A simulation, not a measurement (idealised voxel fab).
Process module, titled voxel capacitor over wiring
Cross-section cut: width 140 nm, square cells of 5 nm.
A cross-section in this document is a grid of square cells, and it is written down as bands, the top band listed before the ones below it; a band is made up of one or more rows of cells. Per band: top height and bottom height in nm, followed by the left-to-right materials and their widths in nm; "throughout" marks a single material spanning edge to edge, "empty" marks empty space. Height reference: 0 = level under which incoming wafer is all one material. Lowest band: no bottom, runs on downward, e.g. "from 0 down". Note: "30..40" means the width goes from the first number (top row of the band) to the second number (bottom row) in equal steps per row of cells. Step note "no alterations made" = no cross-section cell changed. Each empty space that has no open way to the top and spans at least 8 cells appears under "Encapsulated voids" as width x height at distance, the distance counted from the left edge, all in nm. Whatever follows a step's settings on its line is a remark the simulator itself makes about that step. Among the settings permitted on a step's line is "overlay nm"; applied to a step with a mask, it specifies the extent to which the mask lay to the right of its planned position, whereas a negative figure signifies a position to the left.
### The following list gives the planned process steps
1 RECEIVE,material Si
2 CONFORMAL_DEP,material SiO2,thk nm 10
3 DIRECTIONAL_DEP,material TiN,thk nm 5
4 DIRECTIONAL_DEP,material Ru,thk nm 25
5 MASKED_ETCH,tone cover,mask id METAL_1,width nm 25,pitch nm 80,etch materials Ru,depth nm 25,overlay nm 0
6 MASKED_ETCH,tone cover,mask id METAL_1,width nm 25,pitch nm 80,etch materials TiN,depth nm 5,overlay nm 0
7 CONFORMAL_DEP,material SiN,thk nm 5
8 FILL_DEP,material SiO2,thk nm 5
9 CMP,height nm 40
10 CONFORMAL_DEP,material SiCN,thk nm 5
11 DIRECTIONAL_DEP,material lowk,thk nm 15
12 DIRECTIONAL_DEP,material aC,thk nm 10
13 PATTERN,tone open,mask id PLUG_1,material resist,width nm 15,thk nm 25,overlay nm 0
14 DIRECTIONAL_ETCH,etch materials aC,depth nm 10
15 STRIP,etch materials resist
16 DIRECTIONAL_ETCH,etch materials lowk,depth nm 15
17 DIRECTIONAL_ETCH,etch materials SiCN,depth nm 5
18 STRIP,etch materials aC
19 CONFORMAL_DEP,material TiN,thk nm 5
20 FILL_DEP,material Ru,thk nm 5
21 CMP,height nm 60
22 DIRECTIONAL_DEP,material TiN,thk nm 5
23 DIRECTIONAL_DEP,material Al2O3,thk nm 5
24 DIRECTIONAL_DEP,material TiN,thk nm 10
25 MASKED_ETCH,tone cover,mask id UPPER_PLATE,width nm 60,etch materials TiN,depth nm 10,overlay nm 0
26 MASKED_ETCH,tone cover,mask id UPPER_PLATE,width nm 60,etch materials Al2O3,depth nm 5,overlay nm 0
27 DIRECTIONAL_DEP,material aC,thk nm 10
28 PATTERN,tone cover,mask id LOWER_PLATE,material resist,width nm 70,thk nm 30,overlay nm 0
29 DIRECTIONAL_ETCH,etch materials aC,depth nm 10
30 STRIP,etch materials resist
31 DIRECTIONAL_ETCH,etch materials TiN,depth nm 5
32 STRIP,etch materials aC
33 FILL_DEP,material SiO2,thk nm 20
34 CMP,height nm 95
35 PATTERN,tone open,mask id PLUG_2,material resist,width nm 15,thk nm 15,overlay nm 0
36 DIRECTIONAL_ETCH,etch materials SiO2,depth nm 15
37 STRIP,etch materials resist
38 CONFORMAL_DEP,material TiN,thk nm 5
39 FILL_DEP,material Ru,thk nm 5
40 CMP,height nm 95
41 CONFORMAL_DEP,material SiN,thk nm 5
### Here's what the wafer looked like in cross-section when it arrived - that's after step 1
* from 0 down | Si throughout
* Encapsulated voids: none
### Run as planned - first of the two wafers cross-sectioned at the end of the module
* from 100 to 95 | SiN throughout
* from 95 to 85 | SiO2 35, TiN 5, Ru 5, TiN 5, SiO2 90
* from 85 to 80 | SiO2 35, TiN 15, SiO2 90
* from 80 to 70 | SiO2 25, TiN 60, SiO2 55
* from 70 to 65 | SiO2 25, Al2O3 60, SiO2 55
* from 65 to 60 | SiO2 20, TiN 70, SiO2 50
* from 60 to 45 | lowk 25, TiN 5, Ru 5, TiN 5, lowk 100
* from 45 to 40 | SiCN 25, TiN 15, SiCN 100
* from 40 to 15 | SiO2 10, SiN 5, Ru 25, SiN 5, SiO2 45, SiN 5, Ru 25, SiN 5, SiO2 15
* from 15 to 10 | SiN 15, TiN 25, SiN 55, TiN 25, SiN 20
* from 10 to 0 | SiO2 throughout
* from 0 down | Si throughout
* Encapsulated voids: none
### End of module, second wafer, cross-section. Started like the first, planned like the first, run with one mistake
* from 100 to 95 | SiN throughout
* from 95 to 85 | SiO2 35, TiN 5, Ru 5, TiN 5, SiO2 90
* from 85 to 80 | SiO2 35, TiN 15, SiO2 90
* from 80 to 70 | SiO2 25, TiN 60, SiO2 55
* from 70 to 65 | SiO2 25, Al2O3 60, SiO2 55
* from 65 to 60 | SiO2 25, TiN 60, SiO2 55
* from 60 to 45 | lowk 25, TiN 5, Ru 5, TiN 5, lowk 100
* from 45 to 40 | SiCN 25, TiN 15, SiCN 100
* from 40 to 15 | SiO2 10, SiN 5, Ru 25, SiN 5, SiO2 45, SiN 5, Ru 25, SiN 5, SiO2 15
* from 15 to 10 | SiN 15, TiN 25, SiN 55, TiN 25, SiN 20
* from 10 to 0 | SiO2 throughout
* from 0 down | Si throughout
* Encapsulated voids: none
What was the processing mistake? it should be noted that step 28 was executed with settings other than those planned, the operation and settings actually applied being PATTERN,tone cover,mask id LOWER_PLATE,material resist,width nm 60,thk nm 30,overlay nm 0
End of process, cell counts, second wafer against first, materials with more or fewer: +2 SiO2 | -2 TiN
